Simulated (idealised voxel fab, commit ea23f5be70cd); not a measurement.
Proc. module: voxel tone inversion
Cross-section cut spans 150 nm and uses square cells 5 nm in size.
Notation: cross-section as square-cell grid; stated in bands, top first, going down; one or more cell rows per band. Basically the band line says how high the top is and how high the bottom is, in nm, and then what's in it from left to right, every material with its width in nm. Empty space shows up as "empty", and if a single material carries "everywhere" it runs the full band edge to edge. All heights in this document are referenced to 0, defined as the level beneath which the wafer, as received, consists entirely of one material. The lowest band is not bounded below; it extends indefinitely downward and is written in the form "0 and below". Graded width ("30 to 40"): value in top row of band = first number; value in bottom row = second number; row-to-row change constant. "everything unchanged" -> step changed no cross-section cell. "Enclosed void list" means: voids of 8 cells or more that are shut off from the top with no open way through. Written width x height at distance, distance from the left edge, in nm. Note: text after step settings on the step line = simulator remark on that step. overlay nm: mask offset rightward from planned place, masked step; negative means leftward offset.
The steps planned for the process are as follows
1) RECEIVE (material Si)
2) CONFORMAL_DEP (material SiCN; thk nm 5)
3) DIRECTIONAL_DEP (material polySi; thk nm 20)
4) PATTERN (tone cover; mask id POSTS; material resist; width nm 15; pitch nm 30; thk nm 25; overlay nm 0)
5) DIRECTIONAL_ETCH (etch materials polySi; depth nm 20)
6) STRIP (etch materials resist)
7) FILL_DEP (material lowk; thk nm 10)
8) CMP (height nm 25)
9) STRIP (etch materials polySi)
10) CONFORMAL_DEP (material TiN; thk nm 5)
11) FILL_DEP (material W; thk nm 5)
12) CMP (height nm 25)
13) CONFORMAL_DEP (material SiCN; thk nm 5)
First of two wafers, with the run carried out as planned
Delivered wafer in cross-section: state after step 1
    0 and below: Si everywhere
    Enclosed void list: none
After step 2: wafer cross-section
    5 down to 0: SiCN everywhere
    Rest of section, below 0: as before.
After step 3: wafer cross-section
    25 down to 5: polySi everywhere
    Rest of section, below 5: as before.
After step 4: wafer cross-section
    50 down to 25: empty=50 | resist=15 | empty=15 | resist=15 | empty=55
    Rest of section, below 25: as before.
After step 5: wafer cross-section
    50 down to 25: empty=50 | resist=15 | empty=15 | resist=15 | empty=55
    25 down to 5: empty=50 | polySi=15 | empty=15 | polySi=15 | empty=55
    Rest of section, below 5: as before.
After step 6: wafer cross-section
    25 down to 5: empty=50 | polySi=15 | empty=15 | polySi=15 | empty=55
    Rest of section, below 5: as before.
After step 7: wafer cross-section
    35 down to 25: lowk everywhere
    25 down to 5: lowk=50 | polySi=15 | lowk=15 | polySi=15 | lowk=55
    Rest of section, below 5: as before.
After step 8: wafer cross-section
    25 down to 5: lowk=50 | polySi=15 | lowk=15 | polySi=15 | lowk=55
    Rest of section, below 5: as before.
After step 9: wafer cross-section
    25 down to 5: lowk=50 | empty=15 | lowk=15 | empty=15 | lowk=55
    Rest of section, below 5: as before.
After step 10: wafer cross-section
    30 down to 25: TiN=55 | empty=5 | TiN=25 | empty=5 | TiN=60
    25 down to 10: lowk=50 | TiN=5 | empty=5 | TiN=5 | lowk=15 | TiN=5 | empty=5 | TiN=5 | lowk=55
    10 down to 5: lowk=50 | TiN=15 | lowk=15 | TiN=15 | lowk=55
    Rest of section, below 5: as before.
After step 11: wafer cross-section
    35 down to 30: W everywhere
    30 down to 25: TiN=55 | W=5 | TiN=25 | W=5 | TiN=60
    25 down to 10: lowk=50 | TiN=5 | W=5 | TiN=5 | lowk=15 | TiN=5 | W=5 | TiN=5 | lowk=55
    Rest of section, below 10: as before.
After step 12: wafer cross-section
    25 down to 10: lowk=50 | TiN=5 | W=5 | TiN=5 | lowk=15 | TiN=5 | W=5 | TiN=5 | lowk=55
    Rest of section, below 10: as before.
After step 13: wafer cross-section
    30 down to 25: SiCN everywhere
    Rest of section, below 25: as before.
Second wafer. Start and plan as for the first. One mistake made in running. Agrees with the first up to and including step 11
Second wafer profile in section, at the moment step 12 of the plan was meant to be complete
    20 down to 10: lowk=50 | TiN=5 | W=5 | TiN=5 | lowk=15 | TiN=5 | W=5 | TiN=5 | lowk=55
    Rest of section, below 10: as before.
Second wafer profile in section, at the moment step 13 of the plan was meant to be complete
    25 down to 20: SiCN everywhere
    Rest of section, below 20: as before.
The mistake made against the process plan was this: step 12 was not run as planned; what actually ran was CMP (height nm 20)
Count the cells at the end and the second wafer has more or fewer of some materials than the first: -4 TiN, -2 W, -24 lowk
